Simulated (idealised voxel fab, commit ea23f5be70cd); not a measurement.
process module | voxel self aligned contacts
cross-section cut | 265 nm wide | cells 5 nm
A cross-section is a grid of square cells, given in bands from the top down. A band is one or more rows of cells.
Each band's line starts with the height of the band's top and of its bottom, in nm. Then come its materials from left to right, each with its width in nm. One material with "throughout" fills the band from edge to edge. "air" is empty space.
Height 0 is the level under which the wafer as received is all one material. The lowest band goes on downwards, as in "0 down".
A width such as "30 to 40" changes by the same amount from each row of cells to the next, from the band's top row to its bottom row.
"no change" after a step means that no cell of the cross-section changed.
closed voids: empty space of 8 cells or more with no open way to the top, each as width x height at its distance from the left edge, in nm
after a step's settings: what the simulator itself notes on the step
overlay nm, on a step with a mask: how far to the right of its planned place the mask lay; to the left if negative
plan
1 op RECEIVE | material Si
2 op OXIDIZE | depth nm 5
3 op DIRECTIONAL_DEP | material polySi | thk nm 30
4 op DIRECTIONAL_DEP | material SiN | thk nm 20
5 op PATTERN | tone cover | mask id GATE | material resist | width nm 30 | pitch nm 65 | thk nm 20 | overlay nm 0
6 op DIRECTIONAL_ETCH | etch materials SiN | depth nm 20
7 op DIRECTIONAL_ETCH | etch materials polySi | depth nm 30
8 op STRIP | etch materials resist
9 op CONFORMAL_DEP | material SiN | thk nm 10
10 op DIRECTIONAL_ETCH | etch materials SiN | depth nm 10
11 op FILL_DEP | material SiO2 | thk nm 15
12 op CMP | height nm 55
13 op DIRECTIONAL_DEP | material aC | thk nm 15
14 op PATTERN | tone open | mask id CONTACT | material resist | width nm 45 | thk nm 30 | overlay nm 0
15 op DIRECTIONAL_ETCH | etch materials aC | depth nm 15
16 op STRIP | etch materials resist
17 op DIRECTIONAL_ETCH | etch materials SiO2 | depth nm 60
18 op STRIP | etch materials aC
19 op CONFORMAL_DEP | material TiN | thk nm 5
20 op FILL_DEP | material Ru | thk nm 10
21 op CMP | height nm 55
22 op CONFORMAL_DEP | material SiN | thk nm 5
as received, after step 1
  0 down: Si throughout
  closed voids: none
a wafer at the end: this start, this plan, one mistake
  75 to 70: SiN throughout
  70 to 60: Ru throughout
  60 to 55: TiN 115 | Ru 35 | TiN 115
  55 to 50: SiO2 110 | TiN 20 | Ru 5 | TiN 20 | SiO2 110
  50 to 30: SiO2 75 | SiN 50 | TiN 5 | Ru 5 | TiN 5 | SiN 50 | SiO2 75
  30 to 0: SiO2 75 | SiN 10 | polySi 30 | SiN 10 | TiN 5 | Ru 5 | TiN 5 | SiN 10 | polySi 30 | SiN 10 | SiO2 75
  0 to -5: SiO2 125 | TiN 15 | SiO2 125
  -5 down: Si throughout
  closed voids: none
what went wrong: step 21 was left out
